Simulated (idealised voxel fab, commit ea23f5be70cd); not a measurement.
process module | voxel gate over fins
cross-section cut | 255 nm wide | cells 5 nm
A cross-section is a grid of square cells, given in bands from the top down. A band is one or more rows of cells.
Each band's line starts with the height of the band's top and of its bottom, in nm. Then come its materials from left to right, each with its width in nm. One material with "throughout" fills the band from edge to edge. "air" is empty space.
Height 0 is the level under which the wafer as received is all one material. The lowest band goes on downwards, as in "0 down".
A width such as "30 to 40" changes by the same amount from each row of cells to the next, from the band's top row to its bottom row.
"no change" after a step means that no cell of the cross-section changed.
closed voids: empty space of 8 cells or more with no open way to the top, each as width x height at its distance from the left edge, in nm
after a step's settings: what the simulator itself notes on the step
overlay nm, on a step with a mask: how far to the right of its planned place the mask lay; to the left if negative
plan
1 op RECEIVE | material Si
2 op CONFORMAL_DEP | material SiN | thk nm 5
3 op DIRECTIONAL_DEP | material aC | thk nm 15
4 op PATTERN | tone cover | mask id FINS | material resist | width nm 15 | pitch nm 45 | thk nm 35 | overlay nm 0
5 op DIRECTIONAL_ETCH | etch materials aC | depth nm 15
6 op STRIP | etch materials resist
7 op DIRECTIONAL_ETCH | etch materials SiN | depth nm 5
8 op DIRECTIONAL_ETCH | etch materials Si | depth nm 40
9 op STRIP | etch materials aC
10 op FILL_DEP | material SiO2 | thk nm 10
11 op CMP | height nm 5
12 op SELECTIVE_ETCH | etch materials SiO2 | depth nm 15
13 op STRIP | etch materials SiN
14 op CONFORMAL_DEP | material HfO2 | thk nm 5
15 op CONFORMAL_DEP | material TiN | thk nm 5
16 op CONFORMAL_DEP | material TiAl | thk nm 5
17 op CONFORMAL_DEP | material TiN | thk nm 5
18 op FILL_DEP | material W | thk nm 10
19 op CMP | height nm 25
20 op CONFORMAL_DEP | material SiCN | thk nm 10
as received, after step 1
  0 down: Si throughout
  closed voids: none
a wafer at the end: this start, this plan, one mistake
  35 to 25: SiCN throughout
  25 to 20: W throughout
  20 to 10: W 75 | TiN 100 | W 80
  10 to 5: TiN 85 | TiAl 35 | TiN 10 | TiAl 35 | TiN 90
  5 to 0: TiN 85 | TiAl 5 | HfO2 25 | TiAl 5 | TiN 10 | TiAl 5 | HfO2 25 | TiAl 5 | TiN 90
  0 to -5: TiAl 90 | HfO2 5 | Si 15 | HfO2 5 | TiAl 20 | HfO2 5 | Si 15 | HfO2 5 | TiAl 95
  -5 to -10: HfO2 95 | Si 15 | HfO2 30 | Si 15 | HfO2 100
  -10 to -40: SiO2 95 | Si 15 | SiO2 30 | Si 15 | SiO2 100
  -40 down: Si throughout
  closed voids: none
what went wrong: steps 15 and 16 were swapped
